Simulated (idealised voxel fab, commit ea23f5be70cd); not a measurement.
process module | voxel self aligned vias
Each square cell in cross-section cut measures 5 nm, and the section as a whole is 250 nm wide.
Cross-sections here: square-cell grids, written as top-down lists of bands, a band being one or more rows of cells. Band: top height; bottom height; in nm. Then, left to right: material with width in nm, for each material. "throughout": a single material spanning edge to edge. "empty": empty space. All heights in this document are referenced to 0, defined as the level beneath which the wafer, as received, consists entirely of one material. The lowest band is not bounded below; it extends indefinitely downward and is written in the form "z 0 and below". Read "30->40" as a graded width: first number on top, second number at the bottom, same change between each pair of neighbouring rows. "remains unaltered" means the step left every cell of the cross-section as it was. Enclosed voids (no open way to top), threshold 8 cells or more, entry "Fully sealed voids", notation width x height at distance, distance from left edge, nm. Post-settings text on a step line: simulator's own remark regarding the step. A step's line can hold "overlay nm"; with a mask on that step, the setting says how far right of the planned place the mask lay, while a negative setting says it lay to the left.

-- The following list gives the planned process steps
1) RECEIVE [material Si]
2) CONFORMAL_DEP [material SiO2] [thk nm 15]
3) CONFORMAL_DEP [material SiCN] [thk nm 5]
4) DIRECTIONAL_DEP [material lowk] [thk nm 25]
5) MASKED_ETCH [tone open] [mask id LINES] [width nm 25] [pitch nm 60] [etch materials lowk] [depth nm 25] [overlay nm 0]
6) CONFORMAL_DEP [material TiN] [thk nm 5]
7) FILL_DEP [material Ru] [thk nm 5]
8) CMP [height nm 45]
9) SELECTIVE_ETCH [etch materials W Ru TiN] [depth nm 10]
10) FILL_DEP [material SiN] [thk nm 5]
11) CMP [height nm 45]
12) DIRECTIONAL_DEP [material lowk] [thk nm 20]
13) PATTERN [tone open] [mask id VIAS] [material resist] [width nm 45] [thk nm 20] [overlay nm 0]
14) DIRECTIONAL_ETCH [etch materials lowk] [depth nm 20]
15) DIRECTIONAL_ETCH [etch materials SiN] [depth nm 10]
16) STRIP [etch materials resist]
17) CONFORMAL_DEP [material TiN] [thk nm 5]
18) FILL_DEP [material Ru] [thk nm 5]
19) CMP [height nm 65]
20) CONFORMAL_DEP [material SiCN] [thk nm 5]

-- First wafer of two (run as planned)

-- Cross-section, incoming material, after step 1
z 0 and below  Si throughout
Fully sealed voids: none

-- Step 2 complete: cross-section through the wafer
z 15 to 0  SiO2 throughout
At heights below 0, the structure remains unaltered.

-- Step 3 complete: cross-section through the wafer
z 20 to 15  SiCN throughout
At heights below 15, the structure remains unaltered.

-- Step 4 complete: cross-section through the wafer
z 45 to 20  lowk throughout
At heights below 20, the structure remains unaltered.

-- Step 5 complete: cross-section through the wafer
z 45 to 20  lowk 80  empty 25  lowk 35  empty 25  lowk 85
At heights below 20, the structure remains unaltered.

-- Step 6 complete: cross-section through the wafer
z 50 to 45  TiN 85  empty 15  TiN 45  empty 15  TiN 90
z 45 to 25  lowk 80  TiN 5  empty 15  TiN 5  lowk 35  TiN 5  empty 15  TiN 5  lowk 85
z 25 to 20  lowk 80  TiN 25  lowk 35  TiN 25  lowk 85
At heights below 20, the structure remains unaltered.

-- Step 7 complete: cross-section through the wafer
z 55 to 50  Ru throughout
z 50 to 45  TiN 85  Ru 15  TiN 45  Ru 15  TiN 90
z 45 to 25  lowk 80  TiN 5  Ru 15  TiN 5  lowk 35  TiN 5  Ru 15  TiN 5  lowk 85
At heights below 25, the structure remains unaltered.

-- Step 8 complete: cross-section through the wafer
z 45 to 25  lowk 80  TiN 5  Ru 15  TiN 5  lowk 35  TiN 5  Ru 15  TiN 5  lowk 85
At heights below 25, the structure remains unaltered.

-- Step 9 complete: cross-section through the wafer
z 45 to 35  lowk 80  empty 25  lowk 35  empty 25  lowk 85
At heights below 35, the structure remains unaltered.

-- Step 10 complete: cross-section through the wafer
z 50 to 45  SiN throughout
z 45 to 35  lowk 80  SiN 25  lowk 35  SiN 25  lowk 85
At heights below 35, the structure remains unaltered.

-- Step 11 complete: cross-section through the wafer
z 45 to 35  lowk 80  SiN 25  lowk 35  SiN 25  lowk 85
At heights below 35, the structure remains unaltered.

-- Step 12 complete: cross-section through the wafer
z 65 to 45  lowk throughout
At heights below 45, the structure remains unaltered.

-- Step 13 complete: cross-section through the wafer
z 85 to 65  resist 70  empty 45  resist 135
At heights below 65, the structure remains unaltered.

-- Step 14 complete: cross-section through the wafer
z 85 to 65  resist 70  empty 45  resist 135
z 65 to 45  lowk 70  empty 45  lowk 135
At heights below 45, the structure remains unaltered.

-- Step 15 complete: cross-section through the wafer
z 85 to 65  resist 70  empty 45  resist 135
z 65 to 45  lowk 70  empty 45  lowk 135
z 45 to 35  lowk 80  empty 25  lowk 35  SiN 25  lowk 85
At heights below 35, the structure remains unaltered.

-- Step 16 complete: cross-section through the wafer
z 65 to 45  lowk 70  empty 45  lowk 135
At heights below 45, the structure remains unaltered.

-- Step 17 complete: cross-section through the wafer
z 70 to 65  TiN 75  empty 35  TiN 140
z 65 to 50  lowk 70  TiN 5  empty 35  TiN 5  lowk 135
z 50 to 45  lowk 70  TiN 15  empty 15  TiN 15  lowk 135
z 45 to 40  lowk 80  TiN 5  empty 15  TiN 5  lowk 35  SiN 25  lowk 85
z 40 to 35  lowk 80  TiN 25  lowk 35  SiN 25  lowk 85
At heights below 35, the structure remains unaltered.

-- Step 18 complete: cross-section through the wafer
z 75 to 70  Ru throughout
z 70 to 65  TiN 75  Ru 35  TiN 140
z 65 to 50  lowk 70  TiN 5  Ru 35  TiN 5  lowk 135
z 50 to 45  lowk 70  TiN 15  Ru 15  TiN 15  lowk 135
z 45 to 40  lowk 80  TiN 5  Ru 15  TiN 5  lowk 35  SiN 25  lowk 85
At heights below 40, the structure remains unaltered.

-- Step 19 complete: cross-section through the wafer
z 65 to 50  lowk 70  TiN 5  Ru 35  TiN 5  lowk 135
At heights below 50, the structure remains unaltered.

-- Step 20 complete: cross-section through the wafer
z 70 to 65  SiCN throughout
At heights below 65, the structure remains unaltered.

-- Second Wafer (Identical Start and Plan, One Processing Error; Matches First Wafer Through Step 4)

-- Second wafer profile in section, at the moment step 5 of the plan was meant to be complete
z 45 to 20  empty 80  lowk 25  empty 35  lowk 25  empty 85
At heights below 20, the structure remains unaltered.

-- Second wafer profile in section, at the moment step 6 of the plan was meant to be complete
z 50 to 45  empty 75  TiN 35  empty 25  TiN 35  empty 80
z 45 to 25  empty 75  TiN 5  lowk 25  TiN 5  empty 25  TiN 5  lowk 25  TiN 5  empty 80
z 25 to 20  TiN 80  lowk 25  TiN 35  lowk 25  TiN 85
At heights below 20, the structure remains unaltered.

-- Second wafer profile in section, at the moment step 7 of the plan was meant to be complete
z 55 to 50  Ru throughout
z 50 to 45  Ru 75  TiN 35  Ru 25  TiN 35  Ru 80
z 45 to 25  Ru 75  TiN 5  lowk 25  TiN 5  Ru 25  TiN 5  lowk 25  TiN 5  Ru 80
At heights below 25, the structure remains unaltered.

-- Second wafer profile in section, at the moment step 8 of the plan was meant to be complete
z 45 to 25  Ru 75  TiN 5  lowk 25  TiN 5  Ru 25  TiN 5  lowk 25  TiN 5  Ru 80
At heights below 25, the structure remains unaltered.

-- Second wafer profile in section, at the moment step 9 of the plan was meant to be complete
z 45 to 35  empty 80  lowk 25  empty 35  lowk 25  empty 85
At heights below 35, the structure remains unaltered.

-- Second wafer profile in section, at the moment step 10 of the plan was meant to be complete
z 50 to 45  SiN throughout
z 45 to 35  SiN 80  lowk 25  SiN 35  lowk 25  SiN 85
At heights below 35, the structure remains unaltered.

-- Second wafer profile in section, at the moment step 11 of the plan was meant to be complete
z 45 to 35  SiN 80  lowk 25  SiN 35  lowk 25  SiN 85
At heights below 35, the structure remains unaltered.

-- Second wafer profile in section, at the moment step 12 of the plan was meant to be complete
z 65 to 45  lowk throughout
At heights below 45, the structure remains unaltered.

-- Second wafer profile in section, at the moment step 13 of the plan was meant to be complete
z 85 to 65  resist 70  empty 45  resist 135
At heights below 65, the structure remains unaltered.

-- Second wafer profile in section, at the moment step 14 of the plan was meant to be complete
z 85 to 65  resist 70  empty 45  resist 135
z 65 to 45  lowk 70  empty 45  lowk 135
At heights below 45, the structure remains unaltered.

-- Second wafer profile in section, at the moment step 15 of the plan was meant to be complete
z 85 to 65  resist 70  empty 45  resist 135
z 65 to 45  lowk 70  empty 45  lowk 135
z 45 to 35  SiN 70  empty 10  lowk 25  empty 10  SiN 25  lowk 25  SiN 85
At heights below 35, the structure remains unaltered.

-- Second wafer profile in section, at the moment step 16 of the plan was meant to be complete
z 65 to 45  lowk 70  empty 45  lowk 135
At heights below 45, the structure remains unaltered.

-- Second wafer profile in section, at the moment step 17 of the plan was meant to be complete
z 70 to 65  TiN 75  empty 35  TiN 140
z 65 to 50  lowk 70  TiN 5  empty 35  TiN 5  lowk 135
z 50 to 45  lowk 70  TiN 45  lowk 135
z 45 to 35  SiN 70  TiN 10  lowk 25  TiN 10  SiN 25  lowk 25  SiN 85
At heights below 35, the structure remains unaltered.

-- Second wafer profile in section, at the moment step 18 of the plan was meant to be complete
z 75 to 70  Ru throughout
z 70 to 65  TiN 75  Ru 35  TiN 140
z 65 to 50  lowk 70  TiN 5  Ru 35  TiN 5  lowk 135
At heights below 50, the structure remains unaltered.

-- Second wafer profile in section, at the moment step 19 of the plan was meant to be complete
z 65 to 50  lowk 70  TiN 5  Ru 35  TiN 5  lowk 135
At heights below 50, the structure remains unaltered.

-- Second wafer profile in section, at the moment step 20 of the plan was meant to be complete
z 70 to 65  SiCN throughout
At heights below 65, the structure remains unaltered.
Misprocessing identified: contrary to plan, step 5 was performed as MASKED_ETCH [tone cover] [mask id LINES] [width nm 25] [pitch nm 60] [etch materials lowk] [depth nm 25] [overlay nm 0]
End of process, cell counts, second wafer against first, materials with more or fewer: Ru +54 | SiN +62 | TiN +34 | lowk -150
